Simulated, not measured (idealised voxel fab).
Process module under the name voxel ribs on slabs
In the cross-section labelled cut, the width is 195 nm and each square cell is 5 nm.
Cross-section layout: square cells on a grid; listed as bands, top to bottom; a band spans one or more cell rows. Heights first: top, then bottom, in nm. Then materials, left to right, each with a width in nm. "full width" on a single material: fills the band edge to edge. "empty": empty space. Convention: height 0 is the level below which the wafer, as received, is all one material. The lowest band does not terminate at the bottom but continues downward, represented as "top 0, no bottom". When a width is written as two numbers, as in "30 to 40", the first number is the width in the top row of cells of the band and the second is the width in its bottom row, and the width changes by the same amount from each row to the next. It should be understood that the words "no change occurred", when stated for a given step, signify that the cross-section underwent no change in any of its cells during that step. Look at "Completely enclosed voids" for the closed voids: empty spaces with no open path to the top, sized 8 cells or up. Each is width x height at distance, distance from the left edge, all nm. Read whatever lies past the settings on a step's line as the simulator's own remark about the step. overlay nm: right-of-plan distance of the mask on a masked step; negative values mean left-of-plan.

-- Process steps foreseen in the plan
1: RECEIVE,material Si
2: DIRECTIONAL_DEP,material SiO2,thk nm 25
3: DIRECTIONAL_DEP,material SiN,thk nm 20
4: PATTERN,tone cover,mask id RIB,material resist,width nm 25,thk nm 15,overlay nm 0
5: DIRECTIONAL_ETCH,etch materials SiN,depth nm 5
6: STRIP,etch materials resist
7: MASKED_ETCH,tone cover,mask id SLAB,width nm 85,etch materials SiN,depth nm 15,overlay nm 0
8: FILL_DEP,material SiO2,thk nm 20
9: CMP,height nm 60
10: DIRECTIONAL_DEP,material W,thk nm 10
11: DIRECTIONAL_DEP,material aC,thk nm 10
12: PATTERN,tone cover,mask id HEATER,material resist,width nm 35,thk nm 30,overlay nm 0
13: DIRECTIONAL_ETCH,etch materials aC,depth nm 10
14: STRIP,etch materials resist
15: DIRECTIONAL_ETCH,etch materials W,depth nm 10
16: STRIP,etch materials aC
17: CONFORMAL_DEP,material SiO2,thk nm 10

-- Received-state cross-section, reflecting completion of step 1
top 0, no bottom = Si full width
Completely enclosed voids: none

-- Result of the module, cross-sectioned: start per above, plan per above, one error in how it was run
top 80, bottom 70 = 70 nm empty, then 55 nm SiO2, then 70 nm empty
top 70, bottom 60 = 80 nm SiO2, then 35 nm W, then 80 nm SiO2
top 60, bottom 45 = SiO2 full width
top 45, bottom 40 = 85 nm SiO2, then 25 nm SiN, then 85 nm SiO2
top 40, bottom 25 = 65 nm SiO2, then 85 nm SiN, then 45 nm SiO2
top 25, bottom 0 = SiO2 full width
top 0, no bottom = Si full width
Completely enclosed voids: none
In executing the process, a mistake was made relative to the plan: step 7 ran as: MASKED_ETCH,tone cover,mask id SLAB,width nm 85,etch materials SiN,depth nm 15,overlay nm 10
